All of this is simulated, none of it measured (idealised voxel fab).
The process module presented herein is designated voxel fin reveal.
Square cells of 5 nm make up the cross-section cut, whose width is 175 nm.
Reading order for cross-sections: top band down to bottom band. Underlying form: a grid of square cells. Band size: one or more rows of cells.
Look at the band entry: it leads with the top's height and the bottom's height in nm. Then it lists the materials left to right, with a width in nm for each. The word "everywhere" on a single material says that material fills the band edge to edge. The word "air" is empty space.
Heights are measured from 0, the level below which the as-received wafer is all one material; the lowest band has no bottom and continues downward, written as in "0..down".
The expression "30->40" gives the width at the extremes of the band, the first number at its top row of cells and the second at its bottom row, with the width changing by equal amounts from each row to the next in between.
"no modification" means the step left every cell of the cross-section as it was.
The entry titled "Trapped void list" provides the empty spaces that have no open way to the top, restricted to those of 8 cells or more. Each is presented as width x height at distance, the distance being measured from the left edge, with all three in nm.
Post-settings text on a step line: simulator's own remark regarding the step.
A step's line can hold "overlay nm"; with a mask on that step, the setting says how far right of the planned place the mask lay, while a negative setting says it lay to the left.

The steps planned for the process are as follows
- 1: RECEIVE [material Si]
- 2: CONFORMAL_DEP [material SiN] [thk nm 5]
- 3: MASKED_ETCH [tone cover] [mask id FINS] [width nm 15] [pitch nm 40] [etch materials SiN] [depth nm 5] [overlay nm 0]
- 4: MASKED_ETCH [tone cover] [mask id FINS] [width nm 15] [pitch nm 40] [etch materials Si] [depth nm 30] [overlay nm 0]
- 5: FILL_DEP [material SiO2] [thk nm 10]
- 6: CMP [height nm 5]
- 7: SELECTIVE_ETCH [etch materials SiO2] [depth nm 25]
- 8: STRIP [etch materials SiN]

First of two wafers, processed according to plan

So this is the incoming wafer in cross-section - it's already been through step 1
* 0..down: Si everywhere
* Trapped void list: none

Wafer xsec, post step 2
* 5..0: SiN everywhere
* Rest of section, below 0: as before.

Wafer xsec, post step 3
* 5..0: air 40 nm; SiN 15 nm; air 25 nm; SiN 15 nm; air 25 nm; SiN 15 nm; air 40 nm
* Rest of section, below 0: as before.

Wafer xsec, post step 4
* 5..0: air 40 nm; SiN 15 nm; air 25 nm; SiN 15 nm; air 25 nm; SiN 15 nm; air 40 nm
* 0..-30: air 40 nm; Si 15 nm; air 25 nm; Si 15 nm; air 25 nm; Si 15 nm; air 40 nm
* Rest of section, below -30: as before.

Wafer xsec, post step 5
* 15..5: SiO2 everywhere
* 5..0: SiO2 40 nm; SiN 15 nm; SiO2 25 nm; SiN 15 nm; SiO2 25 nm; SiN 15 nm; SiO2 40 nm
* 0..-30: SiO2 40 nm; Si 15 nm; SiO2 25 nm; Si 15 nm; SiO2 25 nm; Si 15 nm; SiO2 40 nm
* Rest of section, below -30: as before.

Wafer xsec, post step 6
* 5..0: SiO2 40 nm; SiN 15 nm; SiO2 25 nm; SiN 15 nm; SiO2 25 nm; SiN 15 nm; SiO2 40 nm
* Rest of section, below 0: as before.

Wafer xsec, post step 7
* 5..0: air 40 nm; SiN 15 nm; air 25 nm; SiN 15 nm; air 25 nm; SiN 15 nm; air 40 nm
* 0..-20: air 40 nm; Si 15 nm; air 25 nm; Si 15 nm; air 25 nm; Si 15 nm; air 40 nm
* Rest of section, below -20: as before.

Wafer xsec, post step 8
* 0..-20: air 40 nm; Si 15 nm; air 25 nm; Si 15 nm; air 25 nm; Si 15 nm; air 40 nm
* Rest of section, below -20: as before.

Regarding the second of the two wafers: it shared the first wafer's starting condition and process plan, yet one error occurred during its execution. Its history coincides with that of the first wafer up to and including step 6

Cross-sectional view of the second wafer at the intended end time of process step 7
* 5..0: SiO2 40 nm; air 15 nm; SiO2 25 nm; air 15 nm; SiO2 25 nm; air 15 nm; SiO2 40 nm
* Rest of section, below 0: as before.

Cross-sectional view of the second wafer at the intended end time of process step 8
* 0..-20: air 40 nm; Si 15 nm; air 25 nm; Si 15 nm; air 25 nm; Si 15 nm; air 40 nm
* -20..-25: SiO2 15 nm; air 25 nm; Si 15 nm; air 25 nm; Si 15 nm; air 25 nm; Si 15 nm; air 25 nm; SiO2 15 nm
* Rest of section, below -25: as before.
Plan not followed: mixed up steps 7 and 8 - ran each in the other's place
Count the cells at the end and the second wafer has more or fewer of some materials than the first: SiO2: 20 fewer
